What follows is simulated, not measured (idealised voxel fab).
process module | voxel tone inversion
cross-section cut | 275 nm wide | cells 5 nm
A cross-section is a grid of square cells, given in bands from the top down. A band is one or more rows of cells.
Each band's line starts with the height of the band's top and of its bottom, in nm. Then come its materials from left to right, each with its width in nm. One material with "throughout" fills the band from edge to edge. "air" is empty space.
Height 0 is the level under which the wafer as received is all one material. The lowest band goes on downwards, as in "0 down".
A width such as "30 to 40" changes by the same amount from each row of cells to the next, from the band's top row to its bottom row.
"no change" after a step means that no cell of the cross-section changed.
closed voids: empty space of 8 cells or more with no open way to the top, each as width x height at its distance from the left edge, in nm
after a step's settings: what the simulator itself notes on the step
overlay nm, on a step with a mask: how far to the right of its planned place the mask lay; to the left if negative
plan
1 op RECEIVE | material Si
2 op CONFORMAL_DEP | material SiN | thk nm 10
3 op DIRECTIONAL_DEP | material polySi | thk nm 20
4 op PATTERN | tone cover | mask id POSTS | material resist | width nm 25 | pitch nm 40 | thk nm 30 | overlay nm 0
5 op DIRECTIONAL_ETCH | etch materials polySi | depth nm 20
6 op STRIP | etch materials resist
7 op FILL_DEP | material lowk | thk nm 5
8 op CMP | height nm 30
9 op STRIP | etch materials polySi
10 op CONFORMAL_DEP | material TiN | thk nm 5
11 op FILL_DEP | material Ru | thk nm 10
12 op CMP | height nm 30
13 op CONFORMAL_DEP | material SiN | thk nm 5
first wafer, as planned
as received, after step 1
  0 down: Si throughout
  closed voids: none
after step 2
  10 to 0: SiN throughout
  below 0: unchanged
after step 3
  30 to 10: polySi throughout
  below 10: unchanged
after step 4
  60 to 30: air 65 | resist 25 | air 15 | resist 25 | air 15 | resist 25 | air 15 | resist 25 | air 65
  below 30: unchanged
after step 5
  60 to 30: air 65 | resist 25 | air 15 | resist 25 | air 15 | resist 25 | air 15 | resist 25 | air 65
  30 to 10: air 65 | polySi 25 | air 15 | polySi 25 | air 15 | polySi 25 | air 15 | polySi 25 | air 65
  below 10: unchanged
after step 6
  30 to 10: air 65 | polySi 25 | air 15 | polySi 25 | air 15 | polySi 25 | air 15 | polySi 25 | air 65
  below 10: unchanged
after step 7
  35 to 30: lowk throughout
  30 to 10: lowk 65 | polySi 25 | lowk 15 | polySi 25 | lowk 15 | polySi 25 | lowk 15 | polySi 25 | lowk 65
  below 10: unchanged
after step 8
  30 to 10: lowk 65 | polySi 25 | lowk 15 | polySi 25 | lowk 15 | polySi 25 | lowk 15 | polySi 25 | lowk 65
  below 10: unchanged
after step 9
  30 to 10: lowk 65 | air 25 | lowk 15 | air 25 | lowk 15 | air 25 | lowk 15 | air 25 | lowk 65
  below 10: unchanged
after step 10
  35 to 30: TiN 70 | air 15 | TiN 25 | air 15 | TiN 25 | air 15 | TiN 25 | air 15 | TiN 70
  30 to 15: lowk 65 | TiN 5 | air 15 | TiN 5 | lowk 15 | TiN 5 | air 15 | TiN 5 | lowk 15 | TiN 5 | air 15 | TiN 5 | lowk 15 | TiN 5 | air 15 | TiN 5 | lowk 65
  15 to 10: lowk 65 | TiN 25 | lowk 15 | TiN 25 | lowk 15 | TiN 25 | lowk 15 | TiN 25 | lowk 65
  below 10: unchanged
after step 11
  45 to 35: Ru throughout
  35 to 30: TiN 70 | Ru 15 | TiN 25 | Ru 15 | TiN 25 | Ru 15 | TiN 25 | Ru 15 | TiN 70
  30 to 15: lowk 65 | TiN 5 | Ru 15 | TiN 5 | lowk 15 | TiN 5 | Ru 15 | TiN 5 | lowk 15 | TiN 5 | Ru 15 | TiN 5 | lowk 15 | TiN 5 | Ru 15 | TiN 5 | lowk 65
  below 15: unchanged
after step 12
  30 to 15: lowk 65 | TiN 5 | Ru 15 | TiN 5 | lowk 15 | TiN 5 | Ru 15 | TiN 5 | lowk 15 | TiN 5 | Ru 15 | TiN 5 | lowk 15 | TiN 5 | Ru 15 | TiN 5 | lowk 65
  below 15: unchanged
after step 13
  35 to 30: SiN throughout
  below 30: unchanged
second wafer: like start, like plan, one mistake. Through step 3 it matches the first wafer
when step 4 should have ended
  60 to 30: air 70 | resist 20 | air 20 | resist 20 | air 20 | resist 20 | air 20 | resist 20 | air 65
  below 30: unchanged
when step 5 should have ended
  60 to 30: air 70 | resist 20 | air 20 | resist 20 | air 20 | resist 20 | air 20 | resist 20 | air 65
  30 to 10: air 70 | polySi 20 | air 20 | polySi 20 | air 20 | polySi 20 | air 20 | polySi 20 | air 65
  below 10: unchanged
when step 6 should have ended
  30 to 10: air 70 | polySi 20 | air 20 | polySi 20 | air 20 | polySi 20 | air 20 | polySi 20 | air 65
  below 10: unchanged
when step 7 should have ended
  35 to 30: lowk throughout
  30 to 10: lowk 70 | polySi 20 | lowk 20 | polySi 20 | lowk 20 | polySi 20 | lowk 20 | polySi 20 | lowk 65
  below 10: unchanged
when step 8 should have ended
  30 to 10: lowk 70 | polySi 20 | lowk 20 | polySi 20 | lowk 20 | polySi 20 | lowk 20 | polySi 20 | lowk 65
  below 10: unchanged
when step 9 should have ended
  30 to 10: lowk 70 | air 20 | lowk 20 | air 20 | lowk 20 | air 20 | lowk 20 | air 20 | lowk 65
  below 10: unchanged
when step 10 should have ended
  35 to 30: TiN 75 | air 10 | TiN 30 | air 10 | TiN 30 | air 10 | TiN 30 | air 10 | TiN 70
  30 to 15: lowk 70 | TiN 5 | air 10 | TiN 5 | lowk 20 | TiN 5 | air 10 | TiN 5 | lowk 20 | TiN 5 | air 10 | TiN 5 | lowk 20 | TiN 5 | air 10 | TiN 5 | lowk 65
  15 to 10: lowk 70 | TiN 20 | lowk 20 | TiN 20 | lowk 20 | TiN 20 | lowk 20 | TiN 20 | lowk 65
  below 10: unchanged
when step 11 should have ended
  45 to 35: Ru throughout
  35 to 30: TiN 75 | Ru 10 | TiN 30 | Ru 10 | TiN 30 | Ru 10 | TiN 30 | Ru 10 | TiN 70
  30 to 15: lowk 70 | TiN 5 | Ru 10 | TiN 5 | lowk 20 | TiN 5 | Ru 10 | TiN 5 | lowk 20 | TiN 5 | Ru 10 | TiN 5 | lowk 20 | TiN 5 | Ru 10 | TiN 5 | lowk 65
  below 15: unchanged
when step 12 should have ended
  30 to 15: lowk 70 | TiN 5 | Ru 10 | TiN 5 | lowk 20 | TiN 5 | Ru 10 | TiN 5 | lowk 20 | TiN 5 | Ru 10 | TiN 5 | lowk 20 | TiN 5 | Ru 10 | TiN 5 | lowk 65
  below 15: unchanged
when step 13 should have ended
  35 to 30: SiN throughout
  below 30: unchanged
what went wrong: step 4 ran as: op PATTERN | tone cover | mask id POSTS | material resist | width nm 20 | pitch nm 40 | thk nm 30 | overlay nm 0
at the end the second wafer has, in cells: 12 fewer of Ru | 4 fewer of TiN | 16 more of lowk
